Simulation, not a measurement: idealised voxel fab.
process module | voxel released beams
cross-section cut | 250 nm wide | cells 5 nm
A cross-section is a grid of square cells, given in bands from the top down. A band is one or more rows of cells.
Each band's line starts with the height of the band's top and of its bottom, in nm. Then come its materials from left to right, each with its width in nm. One material with "throughout" fills the band from edge to edge. "air" is empty space.
Height 0 is the level under which the wafer as received is all one material. The lowest band goes on downwards, as in "0 down".
A width such as "30 to 40" changes by the same amount from each row of cells to the next, from the band's top row to its bottom row.
"no change" after a step means that no cell of the cross-section changed.
closed voids: empty space of 8 cells or more with no open way to the top, each as width x height at its distance from the left edge, in nm
after a step's settings: what the simulator itself notes on the step
overlay nm, on a step with a mask: how far to the right of its planned place the mask lay; to the left if negative
plan
1 op RECEIVE | material Si
2 op CONFORMAL_DEP | material Al2O3 | thk nm 10
3 op DIRECTIONAL_DEP | material SiO2 | thk nm 20
4 op DIRECTIONAL_DEP | material aC | thk nm 15
5 op PATTERN | tone open | mask id ANCHOR | material resist | width nm 30 | thk nm 35 | overlay nm 0
6 op DIRECTIONAL_ETCH | etch materials aC | depth nm 15
7 op STRIP | etch materials resist
8 op DIRECTIONAL_ETCH | etch materials SiO2 | depth nm 20
9 op STRIP | etch materials aC
10 op CONFORMAL_DEP | material W | thk nm 10
11 op DIRECTIONAL_DEP | material aC | thk nm 10
12 op PATTERN | tone cover | mask id BEAM | material resist | width nm 90 | thk nm 25 | overlay nm 0
13 op DIRECTIONAL_ETCH | etch materials aC | depth nm 10
14 op STRIP | etch materials resist
15 op DIRECTIONAL_ETCH | etch materials W | depth nm 10
16 op STRIP | etch materials aC
17 op STRIP | etch materials SiO2
as received, after step 1
  0 down: Si throughout
  closed voids: none
a wafer at the end: this start, this plan, one mistake
  30 to 20: air 75 | W 15 | air 10 | W 65 | air 85
  20 to 10: air 80 | W 10 | air 10 | W 10 | air 140
  10 to 0: air 80 | W 30 | air 140
  0 down: Si throughout
  closed voids: none
what went wrong: step 2 was left out
